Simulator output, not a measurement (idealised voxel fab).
Name of the process module below: voxel trench capacitor
We display cut, a cross-section 180 nm in width whose square cells are each 5 nm.
Cross-section spec: square-cell grid; bands listed top down; each band is one or more rows.
For a band, the entry starts with two heights in nm, that of the top and then that of the bottom, and carries on with the band's materials in order from left to right, each alongside its width in nm; the word "edge to edge" beside a single material means it fills the band edge to edge, and "blank" means empty space.
Beneath 0, the wafer as received is one material, and that level is where height counting begins. The lowest band goes on downward without a bottom; it is written like "0 and below".
Graded width ("30->40"): value in top row of band = first number; value in bottom row = second number; row-to-row change constant.
Given "no alteration" for a step, no cell of the cross-section differs between before and after that step.
Closed empty spaces (no open way to the top) of 8 cells or more are what "Fully sealed voids" lists, each as width x height at distance from the left edge, nm for all three.
That trailing text on a step's line, after the settings, is the simulator's own remark on the step.
A step's line can hold "overlay nm"; with a mask on that step, the setting says how far right of the planned place the mask lay, while a negative setting says it lay to the left.
Planned process steps
1. RECEIVE (material Si)
2. CONFORMAL_DEP (material SiN; thk nm 10)
3. DIRECTIONAL_DEP (material aC; thk nm 10)
4. PATTERN (tone open; mask id TRENCH; material resist; width nm 15; pitch nm 55; thk nm 25; overlay nm 0)
5. DIRECTIONAL_ETCH (etch materials aC; depth nm 10)
6. STRIP (etch materials resist)
7. DIRECTIONAL_ETCH (etch materials SiN; depth nm 10)
8. DIRECTIONAL_ETCH (etch materials Si; depth nm 40)
9. STRIP (etch materials aC)
10. CONFORMAL_DEP (material SiO2; thk nm 5)
11. FILL_DEP (material polySi; thk nm 10)
12. CMP (height nm 10)
Be aware that, although all wafers share a common starting state, the width nm at step 4 differs among them, and the plan displays the first wafer's value.
Cross-sectional view of the first of several wafers in the as-received condition, corresponding to the state following step 1
  0 and below | Si edge to edge
  Fully sealed voids: none
First of several wafers in cross-section at module end, following the final step, step 12
  10 down to 0 | SiN 55  SiO2 5  polySi 5  SiO2 5  SiN 40  SiO2 5  polySi 5  SiO2 5  SiN 55
  0 down to -35 | Si 55  SiO2 5  polySi 5  SiO2 5  Si 40  SiO2 5  polySi 5  SiO2 5  Si 55
  -35 down to -40 | Si 55  SiO2 15  Si 40  SiO2 15  Si 55
  -40 and below | Si edge to edge
  Fully sealed voids: none
The final wafer, sectioned at module end
  10 down to 0 | SiN 45  SiO2 5  polySi 30  SiO2 5  SiN 15  SiO2 5  polySi 30  SiO2 5  SiN 40
  0 down to -35 | Si 45  SiO2 5  polySi 30  SiO2 5  Si 15  SiO2 5  polySi 30  SiO2 5  Si 40
  -35 down to -40 | Si 45  SiO2 40  Si 15  SiO2 40  Si 40
  -40 and below | Si edge to edge
  Fully sealed voids: none
Rows = wafers. At module end, each row lists per material the cells gained (+) or lost (-) since the wafer was received, then the closed voids
width nm 15 | -48 Si | +60 SiN | +42 SiO2 | +18 polySi | Fully sealed voids: none
width nm 20 | -64 Si | +56 SiN | +44 SiO2 | +36 polySi | Fully sealed voids: none
width nm 25 | -80 Si | +52 SiN | +46 SiO2 | +54 polySi | Fully sealed voids: none
width nm 30 | -96 Si | +48 SiN | +48 SiO2 | +72 polySi | Fully sealed voids: none
width nm 35 | -112 Si | +44 SiN | +50 SiO2 | +90 polySi | Fully sealed voids: none
width nm 40 | -128 Si | +40 SiN | +52 SiO2 | +108 polySi | Fully sealed voids: none
